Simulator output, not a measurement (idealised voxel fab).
Process module under the name voxel ribs on slabs
Each square cell in cross-section cut measures 5 nm, and the section as a whole is 265 nm wide.
A cross-section is written here as square cells arranged in a grid, and it is given in bands from the top down, each band taking up one or more rows of cells.
Quick guide to a band line: top height, bottom height (nm) up front; then every material left to right with its width in nm. Only one material and it's marked "everywhere"? Then it fills the band edge to edge. And "blank" just means empty space.
Where do heights start? At 0: under that level the wafer as delivered is made of one material only. And the lowest band has no floor; it just carries on downward, as in "0 nm and below".
Graded width ("30->40"): value in top row of band = first number; value in bottom row = second number; row-to-row change constant.
"all unchanged" (step): cross-section cells unchanged, all of them.
Closed empty spaces (no open way to the top) of 8 cells or more are what "Unvented cavities" lists, each as width x height at distance from the left edge, nm for all three.
Formally, on a step line, whatever follows the settings is a remark that the simulator itself makes on the step.
On any step carrying a mask, the "overlay nm" setting, if present on the step's line, tells how far right of its planned place the mask lay; negative values point to the left.
## Listed below are the process steps as planned
- 1: RECEIVE: material Si
- 2: DIRECTIONAL_DEP: material SiO2, thk nm 20
- 3: DIRECTIONAL_DEP: material polySi, thk nm 20
- 4: DIRECTIONAL_DEP: material aC, thk nm 15
- 5: PATTERN: tone cover, mask id RIB, material resist, width nm 20, thk nm 30, overlay nm 0
- 6: DIRECTIONAL_ETCH: etch materials aC, depth nm 15
- 7: STRIP: etch materials resist
- 8: DIRECTIONAL_ETCH: etch materials polySi, depth nm 10
- 9: STRIP: etch materials aC
- 10: MASKED_ETCH: tone cover, mask id SLAB, width nm 50, etch materials polySi, depth nm 10, overlay nm 0
- 11: FILL_DEP: material SiO2, thk nm 15
- 12: CMP: height nm 50
- 13: DIRECTIONAL_DEP: material W, thk nm 10
- 14: MASKED_ETCH: tone cover, mask id HEATER, width nm 30, etch materials W, depth nm 10, overlay nm 0
- 15: CONFORMAL_DEP: material SiN, thk nm 5
## The cross-section here shows the wafer as received, i.e. in its state after step 1
  0 nm and below = Si everywhere
  Unvented cavities: none
## The first of two wafers, cross-sectioned at the end of the module, with the run proceeding as planned
  65 nm to 60 nm = blank (110), SiN (40), blank (115)
  60 nm to 55 nm = blank (110), SiN (5), W (30), SiN (5), blank (115)
  55 nm to 50 nm = SiN (115), W (30), SiN (120)
  50 nm to 40 nm = SiO2 everywhere
  40 nm to 30 nm = SiO2 (120), polySi (20), SiO2 (125)
  30 nm to 20 nm = SiO2 (105), polySi (50), SiO2 (110)
  20 nm to 0 nm = SiO2 everywhere
  0 nm and below = Si everywhere
  Unvented cavities: none
## Wafer two, sectioned after the module: the first wafer's start, the first wafer's plan, and one mistake in how it was run
  65 nm to 60 nm = blank (110), SiN (40), blank (115)
  60 nm to 55 nm = blank (110), SiN (5), W (30), SiN (5), blank (115)
  55 nm to 50 nm = SiN (115), W (30), SiN (120)
  50 nm to 20 nm = SiO2 everywhere
  20 nm to 0 nm = polySi everywhere
  0 nm and below = Si everywhere
  Unvented cavities: none
Short version of what went wrong: the run placed steps 2 and 3 each in the position the plan gave to the other
Upon completion, the second wafer contains, in terms of cells, a greater or smaller amount of certain materials than the first wafer: SiO2 -184, polySi +184
